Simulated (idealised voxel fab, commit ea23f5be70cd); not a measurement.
Proc. module: voxel self aligned vias
Section shown: cut. Width: 240 nm. Cell size: 5 nm, square.
We lay out every cross-section as a grid of square cells and spell it out in bands from the top down, where one band means one or more rows of cells. First you get the band's top height and its bottom height, in nm, and then the materials it's made of, left to right, with each width in nm. If you see a single material with "throughout", that one covers the band edge to edge. "air" is empty space. Heights are measured from 0, the level below which the as-received wafer is all one material; the lowest band has no bottom and continues downward, written as in "0 down". Width: "30->40" (first number = top row, second number = bottom row, same change from row to row of cells). Step marked "everything unchanged"? Then no cell in the cross-section changed in it. Fully sealed voids: empty space of 8 cells or more with no open way to the top, each as width x height at its distance from the left edge, in nm. The remark found on a step's line after its settings is issued by the simulator itself and pertains to that step. "overlay nm", when on a step's line for a step with a mask, measures how far to the right of its planned place the mask lay; a negative measure means to the left.

[These are the steps we planned for the process]
1 RECEIVE: material Si
2 CONFORMAL_DEP: material SiO2, thk nm 10
3 CONFORMAL_DEP: material SiCN, thk nm 5
4 DIRECTIONAL_DEP: material SiO2, thk nm 20
5 PATTERN: tone open, mask id LINES, material resist, width nm 25, pitch nm 60, thk nm 20, overlay nm 0
6 DIRECTIONAL_ETCH: etch materials SiO2, depth nm 20
7 STRIP: etch materials resist
8 CONFORMAL_DEP: material TiN, thk nm 5
9 FILL_DEP: material W, thk nm 10
10 CMP: height nm 35
11 SELECTIVE_ETCH: etch materials W Ru TiN, depth nm 10
12 FILL_DEP: material SiN, thk nm 10
13 CMP: height nm 35
14 DIRECTIONAL_DEP: material SiO2, thk nm 20
15 DIRECTIONAL_DEP: material aC, thk nm 15
16 PATTERN: tone open, mask id VIAS, material resist, width nm 35, thk nm 35, overlay nm 0
17 DIRECTIONAL_ETCH: etch materials aC, depth nm 15
18 STRIP: etch materials resist
19 DIRECTIONAL_ETCH: etch materials SiO2, depth nm 20
20 DIRECTIONAL_ETCH: etch materials SiN, depth nm 10
21 STRIP: etch materials aC
22 CONFORMAL_DEP: material TiN, thk nm 5
23 FILL_DEP: material Ru, thk nm 10
24 CMP: height nm 55
25 CONFORMAL_DEP: material SiN, thk nm 5

[Incoming wafer in cross-section (state: after step 1)]
> 0 down = Si throughout
> Fully sealed voids: none

[Cross-section, end of module. Start: as above. Plan: as above. Execution: one mistake]
> 60 to 55 = SiN throughout
> 55 to 40 = SiO2 70 | TiN 5 | Ru 25 | TiN 5 | SiO2 135
> 40 to 35 = SiO2 70 | TiN 5 | Ru 10 | TiN 20 | SiO2 135
> 35 to 30 = SiO2 65 | SiN 5 | TiN 5 | Ru 10 | TiN 5 | SiO2 35 | SiN 25 | SiO2 90
> 30 to 25 = SiO2 65 | SiN 5 | TiN 20 | SiO2 35 | SiN 25 | SiO2 90
> 25 to 20 = SiO2 65 | TiN 5 | W 15 | TiN 5 | SiO2 35 | TiN 5 | W 15 | TiN 5 | SiO2 90
> 20 to 15 = SiO2 65 | TiN 25 | SiO2 35 | TiN 25 | SiO2 90
> 15 to 10 = SiCN throughout
> 10 to 0 = SiO2 throughout
> 0 down = Si throughout
> Fully sealed voids: none
Error vs. plan: heads up, step 5 didn't go per plan, it actually ran as PATTERN: tone open, mask id LINES, material resist, width nm 25, pitch nm 60, thk nm 20, overlay nm -10
